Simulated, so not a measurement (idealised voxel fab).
The process module that follows is named voxel ribs on slabs.
Displayed cross-section: cut, width of 270 nm, square cells sized 5 nm.
Throughout this document, each cross-section is represented as a grid of square cells and is presented as a sequence of bands enumerated from the top downward, where a band comprises one or more rows of cells.
Within each band entry, the heights of the top and of the bottom of the band appear first, in that order and in nm; the materials of the band then follow from left to right, each with its corresponding width in nm. The designation "full width" on a single material indicates that it fills the band from edge to edge; the designation "blank" indicates empty space.
Note: height 0 marks the level under which the wafer is uniformly one material as received. Lowest band unbounded below, written "from 0 down".
Graded width ("30..40"): value in top row of band = first number; value in bottom row = second number; row-to-row change constant.
For the purposes of this document, the phrase "no alterations made" attached to a step denotes that no cell within the cross-section was modified by that step.
The entry "Encapsulated voids" lists the empty spaces that cover at least 8 cells and have no open path to the top. Each is written as width x height at distance, where the distance is measured from the left edge and all three values are in nm.
after a step's settings: what the simulator itself notes on the step
What "overlay nm" on a step's line means: if the step has a mask, that mask lay this far to the right of its planned place, or, when the value is negative, to the left.

-- So here's the lineup of process steps we planned
1: RECEIVE,material Si
2: DIRECTIONAL_DEP,material SiO2,thk nm 30
3: DIRECTIONAL_DEP,material polySi,thk nm 25
4: MASKED_ETCH,tone cover,mask id RIB,width nm 20,etch materials polySi,depth nm 5,overlay nm 0
5: MASKED_ETCH,tone cover,mask id SLAB,width nm 80,etch materials polySi,depth nm 20,overlay nm 0
6: FILL_DEP,material SiO2,thk nm 30
7: CMP,height nm 75
8: DIRECTIONAL_DEP,material W,thk nm 10
9: PATTERN,tone cover,mask id HEATER,material resist,width nm 30,thk nm 15,overlay nm 0
10: DIRECTIONAL_ETCH,etch materials W,depth nm 10
11: STRIP,etch materials resist
12: CONFORMAL_DEP,material SiO2,thk nm 10

-- First of two wafers: run as planned

-- As-received wafer cross-section (after step 1)
> from 0 down: Si full width
> Encapsulated voids: none

-- Once step 2 is through, the wafer looks like this in cross-section
> from 30 to 0: SiO2 full width
> Rest of section, below 0: as before.

-- Once step 3 is through, the wafer looks like this in cross-section
> from 55 to 30: polySi full width
> Rest of section, below 30: as before.

-- Once step 4 is through, the wafer looks like this in cross-section
> from 55 to 50: blank (125), then polySi (20), then blank (125)
> Rest of section, below 50: as before.

-- Once step 5 is through, the wafer looks like this in cross-section
> from 55 to 50: blank (125), then polySi (20), then blank (125)
> from 50 to 30: blank (95), then polySi (80), then blank (95)
> Rest of section, below 30: as before.

-- Once step 6 is through, the wafer looks like this in cross-section
> from 85 to 55: SiO2 full width
> from 55 to 50: SiO2 (125), then polySi (20), then SiO2 (125)
> from 50 to 30: SiO2 (95), then polySi (80), then SiO2 (95)
> Rest of section, below 30: as before.

-- Once step 7 is through, the wafer looks like this in cross-section
> from 75 to 55: SiO2 full width
> Rest of section, below 55: as before.

-- Once step 8 is through, the wafer looks like this in cross-section
> from 85 to 75: W full width
> Rest of section, below 75: as before.

-- Once step 9 is through, the wafer looks like this in cross-section
> from 100 to 85: blank (120), then resist (30), then blank (120)
> Rest of section, below 85: as before.

-- Once step 10 is through, the wafer looks like this in cross-section
> from 100 to 85: blank (120), then resist (30), then blank (120)
> from 85 to 75: blank (120), then W (30), then blank (120)
> Rest of section, below 75: as before.

-- Once step 11 is through, the wafer looks like this in cross-section
> from 85 to 75: blank (120), then W (30), then blank (120)
> Rest of section, below 75: as before.

-- Once step 12 is through, the wafer looks like this in cross-section
> from 95 to 85: blank (110), then SiO2 (50), then blank (110)
> from 85 to 75: SiO2 (120), then W (30), then SiO2 (120)
> Rest of section, below 75: as before.

-- The second wafer: identical to the first at the outset and in its planned sequence, differing only in that one mistake was made during processing; up to and including step 4, its path is the first wafer's path

-- Cross-section, second wafer, at the end time the plan gives for step 5
> from 55 to 50: blank (125), then polySi (20), then blank (125)
> from 50 to 30: blank (100), then polySi (80), then blank (90)
> Rest of section, below 30: as before.

-- Cross-section, second wafer, at the end time the plan gives for step 6
> from 85 to 55: SiO2 full width
> from 55 to 50: SiO2 (125), then polySi (20), then SiO2 (125)
> from 50 to 30: SiO2 (100), then polySi (80), then SiO2 (90)
> Rest of section, below 30: as before.

-- Cross-section, second wafer, at the end time the plan gives for step 7
> from 75 to 55: SiO2 full width
> Rest of section, below 55: as before.

-- Cross-section, second wafer, at the end time the plan gives for step 8
> from 85 to 75: W full width
> Rest of section, below 75: as before.

-- Cross-section, second wafer, at the end time the plan gives for step 9
> from 100 to 85: blank (120), then resist (30), then blank (120)
> Rest of section, below 85: as before.

-- Cross-section, second wafer, at the end time the plan gives for step 10
> from 100 to 85: blank (120), then resist (30), then blank (120)
> from 85 to 75: blank (120), then W (30), then blank (120)
> Rest of section, below 75: as before.

-- Cross-section, second wafer, at the end time the plan gives for step 11
> from 85 to 75: blank (120), then W (30), then blank (120)
> Rest of section, below 75: as before.

-- Cross-section, second wafer, at the end time the plan gives for step 12
> from 95 to 85: blank (110), then SiO2 (50), then blank (110)
> from 85 to 75: SiO2 (120), then W (30), then SiO2 (120)
> Rest of section, below 75: as before.
The mistake made against the process plan was this: so step 5 ended up running with a different setting than we planned, it ran as MASKED_ETCH,tone cover,mask id SLAB,width nm 80,etch materials polySi,depth nm 20,overlay nm 5
Final wafers compared: equal cell tally per material, rearranged layout.
